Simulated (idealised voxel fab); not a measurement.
Process module in this document: voxel self aligned contacts
Pictured: cross-section cut, 240 nm wide, on a grid of 5 nm square cells.
How to read a cross-section here: the picture is a grid of square cells, written as bands going from the top down, and any band can span one or more rows of cells.
Heads up on the band format: heights come first, top then bottom, in nm. After that it's the materials left to right, each with its width in nm. A single material flagged "throughout" fills the whole band edge to edge, and "empty" means there's empty space there.
Basically, 0 is our baseline, since under it the wafer straight out of the box is all one material. The bottom band has no lower end and keeps on going down, so it looks like "0 nm and below".
Note: "30->40" means the width goes from the first number (top row of the band) to the second number (bottom row) in equal steps per row of cells.
The cross-section has no changed cell in any step marked "nothing changed".
Basically, "Trapped cavities" tells you about the enclosed voids: empty spaces with no open way to the top, 8 cells or bigger, each written width x height at distance, where distance is from the left edge, all in nm.
That trailing text on a step's line, after the settings, is the simulator's own remark on the step.
"overlay nm" on a masked step: distance the mask lay right of its planned place, negative for left.

Planned step list for the process:
1 RECEIVE [material Si]
2 CONFORMAL_DEP [material SiO2] [thk nm 5]
3 DIRECTIONAL_DEP [material polySi] [thk nm 25]
4 DIRECTIONAL_DEP [material SiN] [thk nm 20]
5 DIRECTIONAL_DEP [material aC] [thk nm 15]
6 PATTERN [tone cover] [mask id GATE] [material resist] [width nm 35] [pitch nm 60] [thk nm 30] [overlay nm 0]
7 DIRECTIONAL_ETCH [etch materials aC] [depth nm 15]
8 STRIP [etch materials resist]
9 DIRECTIONAL_ETCH [etch materials SiN] [depth nm 20]
10 DIRECTIONAL_ETCH [etch materials polySi] [depth nm 25]
11 STRIP [etch materials aC]
12 CONFORMAL_DEP [material SiN] [thk nm 5]
13 DIRECTIONAL_ETCH [etch materials SiN] [depth nm 5]
14 FILL_DEP [material SiO2] [thk nm 15]
15 CMP [height nm 55]
16 PATTERN [tone open] [mask id CONTACT] [material resist] [width nm 45] [thk nm 15] [overlay nm 0]
17 DIRECTIONAL_ETCH [etch materials SiO2] [depth nm 55]
18 STRIP [etch materials resist]
19 CONFORMAL_DEP [material TiN] [thk nm 5]
20 FILL_DEP [material W] [thk nm 5]
21 CMP [height nm 55]
22 CONFORMAL_DEP [material SiN] [thk nm 5]

The first of a set of two wafers, run to plan:

Received-state cross-section, reflecting completion of step 1:
- 0 nm and below  Si throughout
- Trapped cavities: none

Step 2 complete: cross-section through the wafer:
- 5 nm to 0 nm  SiO2 throughout
- Everything under 0 stays put, no change at all.

Step 3 complete: cross-section through the wafer:
- 30 nm to 5 nm  polySi throughout
- Everything under 5 stays put, no change at all.

Step 4 complete: cross-section through the wafer:
- 50 nm to 30 nm  SiN throughout
- Everything under 30 stays put, no change at all.

Step 5 complete: cross-section through the wafer:
- 65 nm to 50 nm  aC throughout
- Everything under 50 stays put, no change at all.

Step 6 complete: cross-section through the wafer:
- 95 nm to 65 nm  70 empty  35 resist  25 empty  35 resist  75 empty
- Everything under 65 stays put, no change at all.

Step 7 complete: cross-section through the wafer:
- 80 nm to 65 nm  70 empty  35 resist  25 empty  35 resist  75 empty
- 65 nm to 50 nm  70 empty  35 aC  25 empty  35 aC  75 empty
- Everything under 50 stays put, no change at all.

Step 8 complete: cross-section through the wafer:
- 65 nm to 50 nm  70 empty  35 aC  25 empty  35 aC  75 empty
- Everything under 50 stays put, no change at all.

Step 9 complete: cross-section through the wafer:
- 65 nm to 50 nm  70 empty  35 aC  25 empty  35 aC  75 empty
- 50 nm to 30 nm  70 empty  35 SiN  25 empty  35 SiN  75 empty
- Everything under 30 stays put, no change at all.

Step 10 complete: cross-section through the wafer:
- 65 nm to 50 nm  70 empty  35 aC  25 empty  35 aC  75 empty
- 50 nm to 30 nm  70 empty  35 SiN  25 empty  35 SiN  75 empty
- 30 nm to 5 nm  70 empty  35 polySi  25 empty  35 polySi  75 empty
- Everything under 5 stays put, no change at all.

Step 11 complete: cross-section through the wafer:
- 50 nm to 30 nm  70 empty  35 SiN  25 empty  35 SiN  75 empty
- Everything under 30 stays put, no change at all.

Step 12 complete: cross-section through the wafer:
- 55 nm to 30 nm  65 empty  45 SiN  15 empty  45 SiN  70 empty
- 30 nm to 10 nm  65 empty  5 SiN  35 polySi  5 SiN  15 empty  5 SiN  35 polySi  5 SiN  70 empty
- 10 nm to 5 nm  70 SiN  35 polySi  25 SiN  35 polySi  75 SiN
- Everything under 5 stays put, no change at all.

Step 13 complete: cross-section through the wafer:
- 50 nm to 30 nm  65 empty  45 SiN  15 empty  45 SiN  70 empty
- 30 nm to 5 nm  65 empty  5 SiN  35 polySi  5 SiN  15 empty  5 SiN  35 polySi  5 SiN  70 empty
- Everything under 5 stays put, no change at all.

Step 14 complete: cross-section through the wafer:
- 65 nm to 50 nm  SiO2 throughout
- 50 nm to 30 nm  65 SiO2  45 SiN  15 SiO2  45 SiN  70 SiO2
- 30 nm to 5 nm  65 SiO2  5 SiN  35 polySi  5 SiN  15 SiO2  5 SiN  35 polySi  5 SiN  70 SiO2
- Everything under 5 stays put, no change at all.

Step 15 complete: cross-section through the wafer:
- 55 nm to 50 nm  SiO2 throughout
- Everything under 50 stays put, no change at all.

Step 16 complete: cross-section through the wafer:
- 70 nm to 55 nm  95 resist  45 empty  100 resist
- Everything under 55 stays put, no change at all.

Step 17 complete: cross-section through the wafer:
- 70 nm to 55 nm  95 resist  45 empty  100 resist
- 55 nm to 50 nm  95 SiO2  45 empty  100 SiO2
- 50 nm to 30 nm  65 SiO2  45 SiN  15 empty  45 SiN  70 SiO2
- 30 nm to 5 nm  65 SiO2  5 SiN  35 polySi  5 SiN  15 empty  5 SiN  35 polySi  5 SiN  70 SiO2
- 5 nm to 0 nm  110 SiO2  15 empty  115 SiO2
- Everything under 0 stays put, no change at all.

Step 18 complete: cross-section through the wafer:
- 55 nm to 50 nm  95 SiO2  45 empty  100 SiO2
- Everything under 50 stays put, no change at all.

Step 19 complete: cross-section through the wafer:
- 60 nm to 55 nm  100 TiN  35 empty  105 TiN
- 55 nm to 50 nm  95 SiO2  20 TiN  5 empty  20 TiN  100 SiO2
- 50 nm to 30 nm  65 SiO2  45 SiN  5 TiN  5 empty  5 TiN  45 SiN  70 SiO2
- 30 nm to 5 nm  65 SiO2  5 SiN  35 polySi  5 SiN  5 TiN  5 empty  5 TiN  5 SiN  35 polySi  5 SiN  70 SiO2
- 5 nm to 0 nm  110 SiO2  15 TiN  115 SiO2
- Everything under 0 stays put, no change at all.

Step 20 complete: cross-section through the wafer:
- 65 nm to 60 nm  W throughout
- 60 nm to 55 nm  100 TiN  35 W  105 TiN
- 55 nm to 50 nm  95 SiO2  20 TiN  5 W  20 TiN  100 SiO2
- 50 nm to 30 nm  65 SiO2  45 SiN  5 TiN  5 W  5 TiN  45 SiN  70 SiO2
- 30 nm to 5 nm  65 SiO2  5 SiN  35 polySi  5 SiN  5 TiN  5 W  5 TiN  5 SiN  35 polySi  5 SiN  70 SiO2
- Everything under 5 stays put, no change at all.

Step 21 complete: cross-section through the wafer:
- 55 nm to 50 nm  95 SiO2  20 TiN  5 W  20 TiN  100 SiO2
- Everything under 50 stays put, no change at all.

Step 22 complete: cross-section through the wafer:
- 60 nm to 55 nm  SiN throughout
- Everything under 55 stays put, no change at all.

second wafer: like start, like plan, one mistake. Through step 21 it matches the first wafer:

Cross-section, second wafer, at the end time the plan gives for step 22:
- 60 nm to 55 nm  W throughout
- Everything under 55 stays put, no change at all.
Run error: step 22 ran as: CONFORMAL_DEP [material W] [thk nm 5]
Once processing is complete, comparing cell counts shows that the second wafer has more or fewer of certain materials than the first: -48 SiN; +48 W
